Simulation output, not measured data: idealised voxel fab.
You're looking at the process module voxel ribs on slabs.
Displayed cross-section: cut, width of 280 nm, square cells sized 5 nm.
Format of a cross-section: grid, square cells. Given as bands. Order: top down. Band: one or more rows of cells.
For a band, the entry starts with two heights in nm, that of the top and then that of the bottom, and carries on with the band's materials in order from left to right, each alongside its width in nm; the word "everywhere" beside a single material means it fills the band edge to edge, and "air" means empty space.
Below 0: as-received wafer, all one material; heights counted from there. Lowest band: no bottom, goes on down, written "0 nm and below".
A width such as "30..40" changes by the same amount from each row of cells to the next, from the band's top row to its bottom row.
Take "same as before" at face value: in the step it is given for, the cross-section changed in none of its cells.
Entry "Closed cavities" = empty spaces >= 8 cells with no open way to the top; each as width x height at distance, distance from left edge, all nm.
Note: text after step settings on the step line = simulator remark on that step.
overlay nm: step with mask; distance mask lay right of planned place; negative value = left of planned place.
**Intended process steps**
1: RECEIVE,material Si
2: DIRECTIONAL_DEP,material SiO2,thk nm 25
3: DIRECTIONAL_DEP,material SiN,thk nm 25
4: DIRECTIONAL_DEP,material aC,thk nm 15
5: PATTERN,tone cover,mask id RIB,material resist,width nm 30,thk nm 30,overlay nm 0
6: DIRECTIONAL_ETCH,etch materials aC,depth nm 15
7: STRIP,etch materials resist
8: DIRECTIONAL_ETCH,etch materials SiN,depth nm 15
9: STRIP,etch materials aC
10: PATTERN,tone cover,mask id SLAB,material resist,width nm 60,thk nm 20,overlay nm 0
11: DIRECTIONAL_ETCH,etch materials SiN,depth nm 10
12: STRIP,etch materials resist
13: FILL_DEP,material SiO2,thk nm 20
14: CMP,height nm 60
15: DIRECTIONAL_DEP,material TiN,thk nm 5
16: MASKED_ETCH,tone cover,mask id HEATER,width nm 40,etch materials TiN,depth nm 5,overlay nm 0
17: CONFORMAL_DEP,material SiN,thk nm 5
**Incoming wafer, cross-sectional view, post step 1**
    0 nm and below: Si everywhere
    Closed cavities: none
**Cross-sectional result after module completion. Note: starting condition and plan are unchanged from above; one processing mistake was made**
    70 nm to 65 nm: 115 nm air; 50 nm SiN; 115 nm air
    65 nm to 60 nm: 120 nm SiN; 40 nm TiN; 120 nm SiN
    60 nm to 50 nm: SiO2 everywhere
    50 nm to 40 nm: 110 nm SiO2; 15 nm SiN; 30 nm SiO2; 15 nm SiN; 110 nm SiO2
    40 nm to 35 nm: 125 nm SiN; 30 nm SiO2; 125 nm SiN
    35 nm to 25 nm: SiN everywhere
    25 nm to 0 nm: SiO2 everywhere
    0 nm and below: Si everywhere
    Closed cavities: none
Misprocessing identified: it should be noted that step 5 was executed with settings other than those planned, the operation and settings actually applied being PATTERN,tone open,mask id RIB,material resist,width nm 30,thk nm 30,overlay nm 0
